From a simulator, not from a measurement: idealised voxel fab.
The document below concerns the process module designated voxel self aligned vias.
Pictured: cross-section cut, 225 nm wide, on a grid of 5 nm square cells.
The cross-sections in this document take the form of a grid made of square cells. They are written out as bands, in order from top to bottom. Each band consists of one or more rows of cells.
The band entry comprises the height of the band's top followed by the height of its bottom, expressed in nm, and subsequently the band's materials from left to right, each stated together with its width in nm. Where a single material is marked with the word "all across", that material fills the band from edge to edge. The word "air" represents empty space.
We count height from 0. Below that, the starting wafer is all one material. The lowest band never ends at the bottom but goes on down; see "0 nm and below" for how that is written.
Width "30 to 40": first value at the band's top row of cells, second value at its bottom row, equal change from row to row.
Any step labelled "changes: none" changed none of the cells in the cross-section.
Heads up: "Closed void roster" only lists the empty pockets with no open path to the top that are 8 cells or more, and it writes them as width x height at distance, distance from the left edge, in nm.
If you see something after the settings on a step's line, that's the simulator's own remark about that step.
What "overlay nm" on a step's line means: if the step has a mask, that mask lay this far to the right of its planned place, or, when the value is negative, to the left.
Each of the pairs that make up the rest of this document says: here is the cross-section before one process step, here is the cross-section after it, drawn only down to the lowest band that changed, and here, under the pair, is the step lying between them with its settings. Different pairs may come from different runs of this module on the same starting wafer, so a pair continues from the pair above it only where its entry headed "Incoming structure" says so.
Incoming structure
  75 nm to 60 nm: aC 25 nm  air 40 nm  aC 90 nm  air 40 nm  aC 30 nm
  60 nm to 45 nm: lowk 25 nm  air 40 nm  lowk 90 nm  air 40 nm  lowk 30 nm
  45 nm to 40 nm: SiN 35 nm  lowk 20 nm  SiN 45 nm  lowk 20 nm  SiN 45 nm  lowk 20 nm  SiN 40 nm
  40 nm to 25 nm: Ru 30 nm  TiN 5 nm  lowk 20 nm  TiN 5 nm  Ru 35 nm  TiN 5 nm  lowk 20 nm  TiN 5 nm  Ru 35 nm  TiN 5 nm  lowk 20 nm  TiN 5 nm  Ru 35 nm
  25 nm to 20 nm: TiN 35 nm  lowk 20 nm  TiN 45 nm  lowk 20 nm  TiN 45 nm  lowk 20 nm  TiN 40 nm
  20 nm to 15 nm: SiCN all across
  15 nm to 0 nm: SiO2 all across
  0 nm and below: Si all across
  Closed void roster: none
Structure After Step
  75 nm to 60 nm: aC 25 nm  air 40 nm  aC 90 nm  air 40 nm  aC 30 nm
  60 nm to 45 nm: lowk 25 nm  air 40 nm  lowk 90 nm  air 40 nm  lowk 30 nm
  45 nm to 40 nm: SiN 25 nm  air 10 nm  lowk 20 nm  air 10 nm  SiN 35 nm  lowk 20 nm  SiN 35 nm  air 10 nm  lowk 20 nm  air 10 nm  SiN 30 nm
  Below 40, the layers are the same as they were.
  Closed void roster: none
Operation between the pre and post cross-sections above: DIRECTIONAL_ETCH | etch materials SiN | depth nm 5
Incoming structure: carried over from the after image of the pair right above.
Structure After Step
  60 nm to 45 nm: lowk 25 nm  air 40 nm  lowk 90 nm  air 40 nm  lowk 30 nm
  Below 45, the layers are the same as they were.
  Closed void roster: none
Operation between the pre and post cross-sections above: STRIP | etch materials aC
Incoming structure: carried over from the after image of the pair right above.
Structure After Step
  65 nm to 60 nm: TiN 30 nm  air 30 nm  TiN 100 nm  air 30 nm  TiN 35 nm
  60 nm to 50 nm: lowk 25 nm  TiN 5 nm  air 30 nm  TiN 5 nm  lowk 90 nm  TiN 5 nm  air 30 nm  TiN 5 nm  lowk 30 nm
  50 nm to 45 nm: lowk 25 nm  TiN 40 nm  lowk 90 nm  TiN 40 nm  lowk 30 nm
  45 nm to 40 nm: SiN 25 nm  TiN 10 nm  lowk 20 nm  TiN 10 nm  SiN 35 nm  lowk 20 nm  SiN 35 nm  TiN 10 nm  lowk 20 nm  TiN 10 nm  SiN 30 nm
  Below 40, the layers are the same as they were.
  Closed void roster: none
Operation between the pre and post cross-sections above: CONFORMAL_DEP | material TiN | thk nm 5
Incoming structure: carried over from the after image of the pair right above.
Structure After Step
  70 nm to 65 nm: Cu all across
  65 nm to 60 nm: TiN 30 nm  Cu 30 nm  TiN 100 nm  Cu 30 nm  TiN 35 nm
  60 nm to 50 nm: lowk 25 nm  TiN 5 nm  Cu 30 nm  TiN 5 nm  lowk 90 nm  TiN 5 nm  Cu 30 nm  TiN 5 nm  lowk 30 nm
  Below 50, the layers are the same as they were.
  Closed void roster: none
Operation between the pre and post cross-sections above: FILL_DEP | material Cu | thk nm 5
Incoming structure: carried over from the after image of the pair right above.
Structure After Step
  60 nm to 50 nm: lowk 25 nm  TiN 5 nm  Cu 30 nm  TiN 5 nm  lowk 90 nm  TiN 5 nm  Cu 30 nm  TiN 5 nm  lowk 30 nm
  Below 50, the layers are the same as they were.
  Closed void roster: none
Operation between the pre and post cross-sections above: CMP | height nm 60
Incoming structure: carried over from the after image of the pair right above.
Structure After Step
  65 nm to 60 nm: SiN all across
  Below 60, the layers are the same as they were.
  Closed void roster: none
Operation between the pre and post cross-sections above: CONFORMAL_DEP | material SiN | thk nm 5
